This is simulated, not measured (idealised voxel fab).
process module | voxel capacitor over wiring
cross-section cut | 250 nm wide | cells 5 nm
A cross-section is a grid of square cells, given in bands from the top down. A band is one or more rows of cells.
Each band's line starts with the height of the band's top and of its bottom, in nm. Then come its materials from left to right, each with its width in nm. One material with "throughout" fills the band from edge to edge. "air" is empty space.
Height 0 is the level under which the wafer as received is all one material. The lowest band goes on downwards, as in "0 down".
A width such as "30 to 40" changes by the same amount from each row of cells to the next, from the band's top row to its bottom row.
"no change" after a step means that no cell of the cross-section changed.
closed voids: empty space of 8 cells or more with no open way to the top, each as width x height at its distance from the left edge, in nm
after a step's settings: what the simulator itself notes on the step
overlay nm, on a step with a mask: how far to the right of its planned place the mask lay; to the left if negative
plan
1 op RECEIVE | material Si
2 op CONFORMAL_DEP | material SiO2 | thk nm 10
3 op CONFORMAL_DEP | material SiCN | thk nm 5
4 op DIRECTIONAL_DEP | material lowk | thk nm 20
5 op PATTERN | tone open | mask id METAL_1 | material resist | width nm 30 | pitch nm 100 | thk nm 15 | overlay nm 0
6 op DIRECTIONAL_ETCH | etch materials lowk | depth nm 20
7 op DIRECTIONAL_ETCH | etch materials SiCN | depth nm 5
8 op STRIP | etch materials resist
9 op CONFORMAL_DEP | material TiN | thk nm 5
10 op FILL_DEP | material W | thk nm 5
11 op CMP | height nm 35
12 op CONFORMAL_DEP | material SiCN | thk nm 5
13 op DIRECTIONAL_DEP | material lowk | thk nm 10
14 op PATTERN | tone open | mask id PLUG_1 | material resist | width nm 15 | thk nm 20 | overlay nm 0
15 op DIRECTIONAL_ETCH | etch materials lowk | depth nm 10
16 op DIRECTIONAL_ETCH | etch materials SiCN | depth nm 5
17 op STRIP | etch materials resist
18 op EPI | material Ru | thk nm 10
19 op EPI | material Ru | thk nm 5
20 op DIRECTIONAL_DEP | material TiN | thk nm 5
21 op DIRECTIONAL_DEP | material HfO2 | thk nm 5
22 op DIRECTIONAL_DEP | material TiN | thk nm 10
23 op DIRECTIONAL_DEP | material aC | thk nm 10
24 op PATTERN | tone cover | mask id UPPER_PLATE | material resist | width nm 75 | thk nm 30 | overlay nm 0
25 op DIRECTIONAL_ETCH | etch materials aC | depth nm 10
26 op STRIP | etch materials resist
27 op DIRECTIONAL_ETCH | etch materials TiN | depth nm 10
28 op DIRECTIONAL_ETCH | etch materials HfO2 | depth nm 5
29 op STRIP | etch materials aC
30 op DIRECTIONAL_DEP | material aC | thk nm 15
31 op PATTERN | tone cover | mask id LOWER_PLATE | material resist | width nm 85 | thk nm 30 | overlay nm 0
32 op DIRECTIONAL_ETCH | etch materials aC | depth nm 15
33 op STRIP | etch materials resist
34 op DIRECTIONAL_ETCH | etch materials TiN | depth nm 5
35 op STRIP | etch materials aC
36 op FILL_DEP | material SiO2 | thk nm 15
37 op CMP | height nm 80
38 op DIRECTIONAL_DEP | material aC | thk nm 10
39 op PATTERN | tone open | mask id PLUG_2 | material resist | width nm 15 | thk nm 25 | overlay nm 0
40 op DIRECTIONAL_ETCH | etch materials aC | depth nm 10
41 op STRIP | etch materials resist
42 op DIRECTIONAL_ETCH | etch materials SiO2 | depth nm 10
43 op STRIP | etch materials aC
44 op CONFORMAL_DEP | material TiN | thk nm 5
45 op FILL_DEP | material W | thk nm 5
46 op CMP | height nm 80
47 op CONFORMAL_DEP | material SiCN | thk nm 5
as received, after step 1
  0 down: Si throughout
  closed voids: none
first wafer at the end, as planned
  85 to 80: SiCN throughout
  80 to 75: SiO2 85 | TiN 5 | W 5 | TiN 5 | SiO2 150
  75 to 70: SiO2 85 | TiN 15 | SiO2 150
  70 to 60: SiO2 75 | TiN 75 | SiO2 100
  60 to 55: SiO2 75 | HfO2 75 | SiO2 100
  55 to 50: SiO2 70 | TiN 85 | SiO2 95
  50 to 40: lowk 75 | Ru 15 | lowk 160
  40 to 35: SiCN 75 | Ru 15 | SiCN 160
  35 to 15: lowk 60 | TiN 5 | W 20 | TiN 5 | lowk 70 | TiN 5 | W 20 | TiN 5 | lowk 60
  15 to 10: SiCN 60 | TiN 30 | SiCN 70 | TiN 30 | SiCN 60
  10 to 0: SiO2 throughout
  0 down: Si throughout
  closed voids: none
second wafer at the end: like start, like plan, one mistake
  85 to 80: SiCN throughout
  80 to 75: SiO2 85 | TiN 5 | W 5 | TiN 5 | SiO2 150
  75 to 70: SiO2 85 | TiN 15 | SiO2 150
  70 to 65: SiO2 throughout
  65 to 60: SiO2 75 | TiN 75 | SiO2 100
  60 to 55: SiO2 75 | HfO2 75 | SiO2 100
  55 to 50: TiN 70 | SiO2 5 | TiN 75 | SiO2 5 | TiN 95
  50 to 40: lowk 75 | Ru 15 | lowk 160
  40 to 35: SiCN 75 | Ru 15 | SiCN 160
  35 to 15: lowk 60 | TiN 5 | W 20 | TiN 5 | lowk 70 | TiN 5 | W 20 | TiN 5 | lowk 60
  15 to 10: SiCN 60 | TiN 30 | SiCN 70 | TiN 30 | SiCN 60
  10 to 0: SiO2 throughout
  0 down: Si throughout
  closed voids: none
what went wrong: step 31 ran as: op PATTERN | tone open | mask id LOWER_PLATE | material resist | width nm 85 | thk nm 30 | overlay nm 0
at the end the second wafer has, in cells: 16 fewer of SiO2 | 16 more of TiN
